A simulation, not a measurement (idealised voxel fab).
The following process module bears the name voxel double patterning.
Cross-section cut spans 280 nm and uses square cells 5 nm in size.
This document writes a cross-section as a grid whose cells are square, and gives it as bands, listed from the top down; one or more rows of cells form a band. Look at the band entry: it leads with the top's height and the bottom's height in nm. Then it lists the materials left to right, with a width in nm for each. The word "all across" on a single material says that material fills the band edge to edge. The word "air" is empty space. Counting heights begins at 0, where everything beneath is, in the wafer as received, one material. The lowest band has no bottom; it goes on downwards, as "from 0 down" shows. Read "30 to 40" as a graded width: first number on top, second number at the bottom, same change between each pair of neighbouring rows. The cross-section has no changed cell in any step marked "no modification". The label "Closed void roster" introduces a list of the empty spaces, 8 cells or larger, that have no open way up to the top; each entry in it reads width x height at distance, where the distance is taken from the left edge and all three are stated in nm. On each step's line, the part that comes after the settings is the simulator's own comment on the step. On any step carrying a mask, the "overlay nm" setting, if present on the step's line, tells how far right of its planned place the mask lay; negative values point to the left.

-- The steps planned for the process are as follows
- 1: RECEIVE,material Si
- 2: CONFORMAL_DEP,material SiO2,thk nm 5
- 3: DIRECTIONAL_DEP,material W,thk nm 10
- 4: DIRECTIONAL_DEP,material SiN,thk nm 10
- 5: MASKED_ETCH,tone open,mask id FIRST,width nm 15,pitch nm 50,etch materials SiN,depth nm 10,overlay nm 0
- 6: PATTERN,tone open,mask id SECOND,material resist,width nm 15,pitch nm 50,thk nm 15,overlay nm 0
- 7: DIRECTIONAL_ETCH,etch materials SiN,depth nm 10
- 8: STRIP,etch materials resist
- 9: DIRECTIONAL_ETCH,etch materials W,depth nm 10
- 10: STRIP,etch materials SiN

-- Step 1 complete: cross-section of the wafer as received
	from 0 down = Si all across
	Closed void roster: none

-- Wafer cross-section at end of module: start and plan as shown above, one execution error
	from 15 to 5 = W 80 nm; air 15 nm; W 10 nm; air 20 nm; W 5 nm; air 15 nm; W 10 nm; air 20 nm; W 5 nm; air 15 nm; W 85 nm
	from 5 to 0 = SiO2 all across
	from 0 down = Si all across
	Closed void roster: none
In executing the process, a mistake was made relative to the plan: for step 6, the planned setting was not used; the step was instead run as PATTERN,tone open,mask id SECOND,material resist,width nm 20,pitch nm 50,thk nm 15,overlay nm 0
